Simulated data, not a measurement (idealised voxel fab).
Process module under the name voxel double patterning
Square cells of 5 nm make up the cross-section cut, whose width is 290 nm.
Square cells in a grid make up a cross-section in this document, and the grid is given as bands, listed from the top down, each one or more rows of cells.
Heights first: top, then bottom, in nm. Then materials, left to right, each with a width in nm. "all across" on a single material: fills the band edge to edge. "empty": empty space.
Heads up on the height convention: 0 is the point under which the incoming wafer is all one material, and the lowest band has no bottom, it just keeps going down, like "0 down".
Width: "30..40" (first number = top row, second number = bottom row, same change from row to row of cells).
"identical to before" after a step means that no cell of the cross-section changed.
Listed in "Enclosed cavity list": every empty space of 8 or more cells without an open way to the top. Form: width x height at distance, the distance being from the left edge, all in nm.
The remark found on a step's line after its settings is issued by the simulator itself and pertains to that step.
You can add "overlay nm" to a step's line. For a step with a mask, it describes how far the mask lay to the right of its planned position, and a negative number describes a lay to the left.

## The steps planned for the process are as follows
1 RECEIVE, material Si
2 CONFORMAL_DEP, material SiO2, thk nm 10
3 DIRECTIONAL_DEP, material TiN, thk nm 10
4 DIRECTIONAL_DEP, material SiN, thk nm 10
5 DIRECTIONAL_DEP, material aC, thk nm 15
6 PATTERN, tone open, mask id FIRST, material resist, width nm 15, pitch nm 50, thk nm 30, overlay nm 0
7 DIRECTIONAL_ETCH, etch materials aC, depth nm 15
8 STRIP, etch materials resist
9 DIRECTIONAL_ETCH, etch materials SiN, depth nm 10
10 STRIP, etch materials aC
11 PATTERN, tone open, mask id SECOND, material resist, width nm 15, thk nm 20, overlay nm 0
12 DIRECTIONAL_ETCH, etch materials SiN, depth nm 10
13 STRIP, etch materials resist
14 DIRECTIONAL_ETCH, etch materials TiN, depth nm 10
15 STRIP, etch materials SiN

## Wafer as received: cross-section following step 1
  0 down  Si all across
  Enclosed cavity list: none

## Sectioned view, first of two wafers, at the close of the module, processed as intended in the plan
  20 to 10  110 of TiN, 15 of empty, 10 of TiN, 15 of empty, 10 of TiN, 15 of empty, 115 of TiN
  10 to 0  SiO2 all across
  0 down  Si all across
  Enclosed cavity list: none

## Here is the second of the two wafers cut open at the end of the module - same start, same plan as the first one, but we made one mistake running it
  25 to 15  110 of TiN, 15 of empty, 10 of TiN, 15 of empty, 10 of TiN, 15 of empty, 115 of TiN
  15 to 10  TiN all across
  10 to 0  SiO2 all across
  0 down  Si all across
  Enclosed cavity list: none
Processing error: step 3, actual vs plan mismatch, actual run DIRECTIONAL_DEP, material TiN, thk nm 15
Materials where the second wafer ends with more or fewer cells than the first: +58 TiN
